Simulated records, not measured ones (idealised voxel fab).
Process module, titled voxel wiring stack
It is cross-section cut that appears here, measuring 210 nm in width, its square cells being 5 nm in size.
Cross-section layout: square cells on a grid; listed as bands, top to bottom; a band spans one or more cell rows.
What a band's entry tells you: where the top is and where the bottom is, as heights in nm, and after that what lies inside, material by material from left to right, each with its width in nm. Empty space is written as the word "air", and a single material marked with the word "full width" occupies the band from edge to edge.
Height 0 is the level under which the wafer as received is all one material. The lowest band goes on downwards, as in "from 0 down".
Graded width ("30 to 40"): value in top row of band = first number; value in bottom row = second number; row-to-row change constant.
It should be understood that the words "nothing got changed", when stated for a given step, signify that the cross-section underwent no change in any of its cells during that step.
This entry, "Closed internal voids", enumerates those empty regions of no fewer than 8 cells that possess no open connection to the top. Each region is reported in the form width x height at distance, the distance being taken from the left edge, with all three quantities expressed in nm.
Whatever follows a step's settings on its line is a remark the simulator itself makes about that step.
If you see "overlay nm" on a step's line and that step has a mask, it's telling you how far right of where it was planned the mask ended up; a negative number means it went left instead.
[Process steps - plan]
- 1: RECEIVE (material Si)
- 2: CONFORMAL_DEP (material SiO2; thk nm 15)
- 3: CONFORMAL_DEP (material SiCN; thk nm 5)
- 4: DIRECTIONAL_DEP (material lowk; thk nm 15)
- 5: PATTERN (tone open; mask id METAL_1; material resist; width nm 30; pitch nm 45; thk nm 15; overlay nm 0)
- 6: DIRECTIONAL_ETCH (etch materials lowk; depth nm 15)
- 7: DIRECTIONAL_ETCH (etch materials SiCN; depth nm 5)
- 8: STRIP (etch materials resist)
- 9: CONFORMAL_DEP (material TiN; thk nm 5)
- 10: FILL_DEP (material W; thk nm 5)
- 11: CMP (height nm 35)
- 12: CONFORMAL_DEP (material SiCN; thk nm 5)
- 13: DIRECTIONAL_DEP (material lowk; thk nm 20)
- 14: PATTERN (tone open; mask id PLUG_1; material resist; width nm 15; pitch nm 45; thk nm 20; overlay nm 0)
- 15: DIRECTIONAL_ETCH (etch materials lowk; depth nm 20)
- 16: DIRECTIONAL_ETCH (etch materials SiCN; depth nm 5)
- 17: STRIP (etch materials resist)
- 18: CONFORMAL_DEP (material TiN; thk nm 5)
- 19: FILL_DEP (material Ru; thk nm 10)
- 20: CMP (height nm 60)
- 21: DIRECTIONAL_DEP (material TiN; thk nm 5)
- 22: DIRECTIONAL_DEP (material W; thk nm 25)
- 23: DIRECTIONAL_DEP (material aC; thk nm 10)
- 24: PATTERN (tone cover; mask id METAL_2; material resist; width nm 30; pitch nm 45; thk nm 30; overlay nm 0)
- 25: DIRECTIONAL_ETCH (etch materials aC; depth nm 10)
- 26: STRIP (etch materials resist)
- 27: DIRECTIONAL_ETCH (etch materials W; depth nm 25)
- 28: DIRECTIONAL_ETCH (etch materials TiN; depth nm 5)
- 29: STRIP (etch materials aC)
- 30: FILL_DEP (material lowk; thk nm 5)
- 31: CMP (height nm 90)
- 32: CONFORMAL_DEP (material SiCN; thk nm 5)
- 33: DIRECTIONAL_DEP (material SiO2; thk nm 35)
- 34: PATTERN (tone open; mask id METAL_3_HOLES; material resist; width nm 15; pitch nm 45; thk nm 20; overlay nm 0)
- 35: DIRECTIONAL_ETCH (etch materials SiO2; depth nm 35)
- 36: STRIP (etch materials resist)
- 37: DIRECTIONAL_DEP (material aC; thk nm 15)
- 38: PATTERN (tone open; mask id METAL_3; material resist; width nm 30; pitch nm 45; thk nm 30; overlay nm 0)
- 39: DIRECTIONAL_ETCH (etch materials aC; depth nm 15)
- 40: STRIP (etch materials resist)
- 41: DIRECTIONAL_ETCH (etch materials SiO2; depth nm 20)
- 42: DIRECTIONAL_ETCH (etch materials SiCN; depth nm 5)
- 43: STRIP (etch materials aC)
- 44: CONFORMAL_DEP (material TiN; thk nm 5)
- 45: FILL_DEP (material Ru; thk nm 10)
- 46: CMP (height nm 130)
- 47: CONFORMAL_DEP (material SiN; thk nm 5)
[Shown in cross-section is the wafer as received, that is, as it stands after step 1]
- from 0 down: Si full width
- Closed internal voids: none
[Post-module cross-section: identical start and plan to those above, one misstep in execution]
- from 135 to 130: SiN full width
- from 130 to 115: SiO2 (20) | TiN (5) | Ru (5) | TiN (5) | SiO2 (30) | TiN (5) | Ru (5) | TiN (5) | SiO2 (30) | TiN (5) | Ru (5) | TiN (5) | SiO2 (30) | TiN (5) | Ru (5) | TiN (5) | SiO2 (40)
- from 115 to 110: SiO2 (20) | TiN (15) | SiO2 (30) | TiN (15) | SiO2 (30) | TiN (15) | SiO2 (30) | TiN (15) | SiO2 (40)
- from 110 to 95: SiO2 (20) | SiN (15) | SiO2 (30) | SiN (15) | SiO2 (30) | SiN (15) | SiO2 (30) | SiN (15) | SiO2 (40)
- from 95 to 90: SiCN full width
- from 90 to 65: lowk (20) | W (30) | lowk (15) | W (30) | lowk (15) | W (30) | lowk (15) | W (30) | lowk (25)
- from 65 to 60: lowk (20) | TiN (30) | lowk (15) | TiN (30) | lowk (15) | TiN (30) | lowk (15) | TiN (30) | lowk (25)
- from 60 to 40: lowk (20) | TiN (5) | Ru (5) | TiN (5) | lowk (30) | TiN (5) | Ru (5) | TiN (5) | lowk (30) | TiN (5) | Ru (5) | TiN (5) | lowk (30) | TiN (5) | Ru (5) | TiN (5) | lowk (40)
- from 40 to 35: SiCN (20) | TiN (15) | SiCN (30) | TiN (15) | SiCN (30) | TiN (15) | SiCN (30) | TiN (15) | SiCN (40)
- from 35 to 20: lowk (20) | TiN (5) | W (20) | TiN (5) | lowk (15) | TiN (5) | W (20) | TiN (5) | lowk (15) | TiN (5) | W (20) | TiN (5) | lowk (15) | TiN (5) | W (20) | TiN (5) | lowk (25)
- from 20 to 15: SiCN (20) | TiN (30) | SiCN (15) | TiN (30) | SiCN (15) | TiN (30) | SiCN (15) | TiN (30) | SiCN (25)
- from 15 to 0: SiO2 full width
- from 0 down: Si full width
- Closed internal voids: none
What was done differently from what was planned? the process deviated at step 37: the operation and settings actually run there were DIRECTIONAL_DEP (material SiN; thk nm 15)
